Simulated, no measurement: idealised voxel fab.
process module | voxel capacitor over wiring
cross-section cut | 280 nm wide | cells 5 nm
A cross-section is a grid of square cells, given in bands from the top down. A band is one or more rows of cells.
Each band's line starts with the height of the band's top and of its bottom, in nm. Then come its materials from left to right, each with its width in nm. One material with "throughout" fills the band from edge to edge. "air" is empty space.
Height 0 is the level under which the wafer as received is all one material. The lowest band goes on downwards, as in "0 down".
A width such as "30 to 40" changes by the same amount from each row of cells to the next, from the band's top row to its bottom row.
"no change" after a step means that no cell of the cross-section changed.
closed voids: empty space of 8 cells or more with no open way to the top, each as width x height at its distance from the left edge, in nm
after a step's settings: what the simulator itself notes on the step
overlay nm, on a step with a mask: how far to the right of its planned place the mask lay; to the left if negative
plan
1 op RECEIVE | material Si
2 op CONFORMAL_DEP | material SiO2 | thk nm 15
3 op DIRECTIONAL_DEP | material TiN | thk nm 5
4 op DIRECTIONAL_DEP | material W | thk nm 15
5 op DIRECTIONAL_DEP | material aC | thk nm 10
6 op PATTERN | tone cover | mask id METAL_1 | material resist | width nm 20 | pitch nm 70 | thk nm 30 | overlay nm 0
7 op DIRECTIONAL_ETCH | etch materials aC | depth nm 10
8 op STRIP | etch materials resist
9 op DIRECTIONAL_ETCH | etch materials W | depth nm 15
10 op DIRECTIONAL_ETCH | etch materials TiN | depth nm 5
11 op STRIP | etch materials aC
12 op FILL_DEP | material SiO2 | thk nm 5
13 op CMP | height nm 35
14 op CONFORMAL_DEP | material SiCN | thk nm 5
15 op DIRECTIONAL_DEP | material SiO2 | thk nm 15
16 op MASKED_ETCH | tone open | mask id PLUG_1 | width nm 15 | etch materials SiO2 | depth nm 15 | overlay nm 0
17 op MASKED_ETCH | tone open | mask id PLUG_1 | width nm 15 | etch materials SiCN | depth nm 5 | overlay nm 0
18 op EPI | material Ru | thk nm 10
19 op EPI | material Ru | thk nm 10
20 op DIRECTIONAL_DEP | material TiN | thk nm 10
21 op DIRECTIONAL_DEP | material SiN | thk nm 5
22 op DIRECTIONAL_DEP | material TiN | thk nm 5
23 op PATTERN | tone cover | mask id UPPER_PLATE | material resist | width nm 55 | thk nm 20 | overlay nm 0
24 op DIRECTIONAL_ETCH | etch materials TiN | depth nm 5
25 op DIRECTIONAL_ETCH | etch materials SiN | depth nm 5
26 op STRIP | etch materials resist
27 op DIRECTIONAL_DEP | material aC | thk nm 10
28 op PATTERN | tone cover | mask id LOWER_PLATE | material resist | width nm 65 | thk nm 25 | overlay nm 0
29 op DIRECTIONAL_ETCH | etch materials aC | depth nm 10
30 op STRIP | etch materials resist
31 op DIRECTIONAL_ETCH | etch materials TiN | depth nm 10
32 op STRIP | etch materials aC
33 op FILL_DEP | material SiO2 | thk nm 20
34 op CMP | height nm 90
35 op PATTERN | tone open | mask id PLUG_2 | material resist | width nm 15 | thk nm 15 | overlay nm 0
36 op DIRECTIONAL_ETCH | etch materials SiO2 | depth nm 15
37 op STRIP | etch materials resist
38 op CONFORMAL_DEP | material TiN | thk nm 5
39 op FILL_DEP | material W | thk nm 10
40 op CMP | height nm 90
41 op CONFORMAL_DEP | material SiN | thk nm 5
as received, after step 1
  0 down: Si throughout
  closed voids: none
first wafer at the end, as planned
  95 to 90: SiN throughout
  90 to 80: SiO2 110 | TiN 5 | W 5 | TiN 5 | SiO2 155
  80 to 70: SiO2 110 to 100 | TiN 15 to 55 | SiO2 155 to 125
  70 to 65: SiO2 100 | SiN 55 | SiO2 125
  65 to 55: SiO2 95 | TiN 65 | SiO2 120
  55 to 40: SiO2 100 | Ru 15 | SiO2 165
  40 to 35: SiCN 100 | Ru 15 | SiCN 165
  35 to 20: SiO2 95 | W 20 | SiO2 50 | W 20 | SiO2 95
  20 to 15: SiO2 95 | TiN 20 | SiO2 50 | TiN 20 | SiO2 95
  15 to 0: SiO2 throughout
  0 down: Si throughout
  closed voids: none
second wafer at the end: like start, like plan, one mistake
  95 to 90: W throughout
  90 to 80: SiO2 110 | TiN 5 | W 5 | TiN 5 | SiO2 155
  80 to 70: SiO2 110 to 100 | TiN 15 to 55 | SiO2 155 to 125
  70 to 65: SiO2 100 | SiN 55 | SiO2 125
  65 to 55: SiO2 95 | TiN 65 | SiO2 120
  55 to 40: SiO2 100 | Ru 15 | SiO2 165
  40 to 35: SiCN 100 | Ru 15 | SiCN 165
  35 to 20: SiO2 95 | W 20 | SiO2 50 | W 20 | SiO2 95
  20 to 15: SiO2 95 | TiN 20 | SiO2 50 | TiN 20 | SiO2 95
  15 to 0: SiO2 throughout
  0 down: Si throughout
  closed voids: none
what went wrong: step 41 ran as: op CONFORMAL_DEP | material W | thk nm 5
at the end the second wafer has, in cells: 56 fewer of SiN | 56 more of W
